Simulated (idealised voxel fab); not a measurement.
Process module heading - voxel released beams
We display cut, a cross-section 215 nm in width whose square cells are each 5 nm.
How to read a cross-section here: the picture is a grid of square cells, written as bands going from the top down, and any band can span one or more rows of cells.
Band entry format. Leading values: height of top, height of bottom, nm. Remainder: materials in left-to-right order, each with its width in nm. Special words: "throughout" on a single material, which then fills the band edge to edge; "blank", empty space.
Below 0: as-received wafer, all one material; heights counted from there. Lowest band: no bottom, goes on down, written "0..down".
Read "30 to 40" as a graded width: first number on top, second number at the bottom, same change between each pair of neighbouring rows.
No cell of the cross-section changed in a step that is given as "identical to before".
Basically, "Voids lacking openings" tells you about the enclosed voids: empty spaces with no open way to the top, 8 cells or bigger, each written width x height at distance, where distance is from the left edge, all in nm.
On each step's line, the part that comes after the settings is the simulator's own comment on the step.
overlay nm: where the mask lay relative to plan, measured to the right, on steps with a mask; negatives go left.
[Process steps (planned)]
step 1: RECEIVE | material Si
step 2: CONFORMAL_DEP | material Al2O3 | thk nm 5
step 3: DIRECTIONAL_DEP | material SiO2 | thk nm 10
step 4: PATTERN | tone open | mask id ANCHOR | material resist | width nm 45 | thk nm 15 | overlay nm 0
step 5: DIRECTIONAL_ETCH | etch materials SiO2 | depth nm 10
step 6: STRIP | etch materials resist
step 7: CONFORMAL_DEP | material polySi | thk nm 15
step 8: PATTERN | tone cover | mask id BEAM | material resist | width nm 125 | thk nm 15 | overlay nm 0
step 9: DIRECTIONAL_ETCH | etch materials polySi | depth nm 15
step 10: STRIP | etch materials resist
step 11: STRIP | etch materials SiO2
[Concerning the first of two wafers, which was run in accordance with the plan]
[Cross-section, incoming material, after step 1]
- 0..down = Si throughout
- Voids lacking openings: none
[Step 2 complete: cross-section through the wafer]
- 5..0 = Al2O3 throughout
- Rest of section, below 0: as before.
[Step 3 complete: cross-section through the wafer]
- 15..5 = SiO2 throughout
- Rest of section, below 5: as before.
[Step 4 complete: cross-section through the wafer]
- 30..15 = 45 resist; 45 blank; 125 resist
- Rest of section, below 15: as before.
[Step 5 complete: cross-section through the wafer]
- 30..15 = 45 resist; 45 blank; 125 resist
- 15..5 = 45 SiO2; 45 blank; 125 SiO2
- Rest of section, below 5: as before.
[Step 6 complete: cross-section through the wafer]
- 15..5 = 45 SiO2; 45 blank; 125 SiO2
- Rest of section, below 5: as before.
[Step 7 complete: cross-section through the wafer]
- 30..20 = 60 polySi; 15 blank; 140 polySi
- 20..15 = polySi throughout
- 15..5 = 45 SiO2; 45 polySi; 125 SiO2
- Rest of section, below 5: as before.
[Step 8 complete: cross-section through the wafer]
- 45..30 = 40 blank; 125 resist; 50 blank
- 30..20 = 60 polySi; 15 resist; 140 polySi
- Rest of section, below 20: as before.
[Step 9 complete: cross-section through the wafer]
- 45..30 = 40 blank; 125 resist; 50 blank
- 30..20 = 40 blank; 20 polySi; 15 resist; 90 polySi; 50 blank
- 20..15 = 40 blank; 125 polySi; 50 blank
- Rest of section, below 15: as before.
[Step 10 complete: cross-section through the wafer]
- 30..20 = 40 blank; 20 polySi; 15 blank; 90 polySi; 50 blank
- Rest of section, below 20: as before.
[Step 11 complete: cross-section through the wafer]
- 30..20 = 40 blank; 20 polySi; 15 blank; 90 polySi; 50 blank
- 20..15 = 40 blank; 125 polySi; 50 blank
- 15..5 = 45 blank; 45 polySi; 125 blank
- Rest of section, below 5: as before.
[Regarding the second of the two wafers: it shared the first wafer's starting condition and process plan, yet one error occurred during its execution. Its history coincides with that of the first wafer up to and including step 3]
[Second wafer, section view, time point: scheduled end of step 4]
- 30..15 = 40 resist; 45 blank; 130 resist
- Rest of section, below 15: as before.
[Second wafer, section view, time point: scheduled end of step 5]
- 30..15 = 40 resist; 45 blank; 130 resist
- 15..5 = 40 SiO2; 45 blank; 130 SiO2
- Rest of section, below 5: as before.
[Second wafer, section view, time point: scheduled end of step 6]
- 15..5 = 40 SiO2; 45 blank; 130 SiO2
- Rest of section, below 5: as before.
[Second wafer, section view, time point: scheduled end of step 7]
- 30..20 = 55 polySi; 15 blank; 145 polySi
- 20..15 = polySi throughout
- 15..5 = 40 SiO2; 45 polySi; 130 SiO2
- Rest of section, below 5: as before.
[Second wafer, section view, time point: scheduled end of step 8]
- 45..30 = 40 blank; 125 resist; 50 blank
- 30..20 = 55 polySi; 15 resist; 145 polySi
- Rest of section, below 20: as before.
[Second wafer, section view, time point: scheduled end of step 9]
- 45..30 = 40 blank; 125 resist; 50 blank
- 30..20 = 40 blank; 15 polySi; 15 resist; 95 polySi; 50 blank
- 20..15 = 40 blank; 125 polySi; 50 blank
- Rest of section, below 15: as before.
[Second wafer, section view, time point: scheduled end of step 10]
- 30..20 = 40 blank; 15 polySi; 15 blank; 95 polySi; 50 blank
- Rest of section, below 20: as before.
[Second wafer, section view, time point: scheduled end of step 11]
- 30..20 = 40 blank; 15 polySi; 15 blank; 95 polySi; 50 blank
- 20..15 = 40 blank; 125 polySi; 50 blank
- 15..5 = 40 blank; 45 polySi; 130 blank
- Rest of section, below 5: as before.
What broke from the plan during processing? step 4 ran as: PATTERN | tone open | mask id ANCHOR | material resist | width nm 45 | thk nm 15 | overlay nm -5
Both wafers, final: cells per material equal; arrangement not.
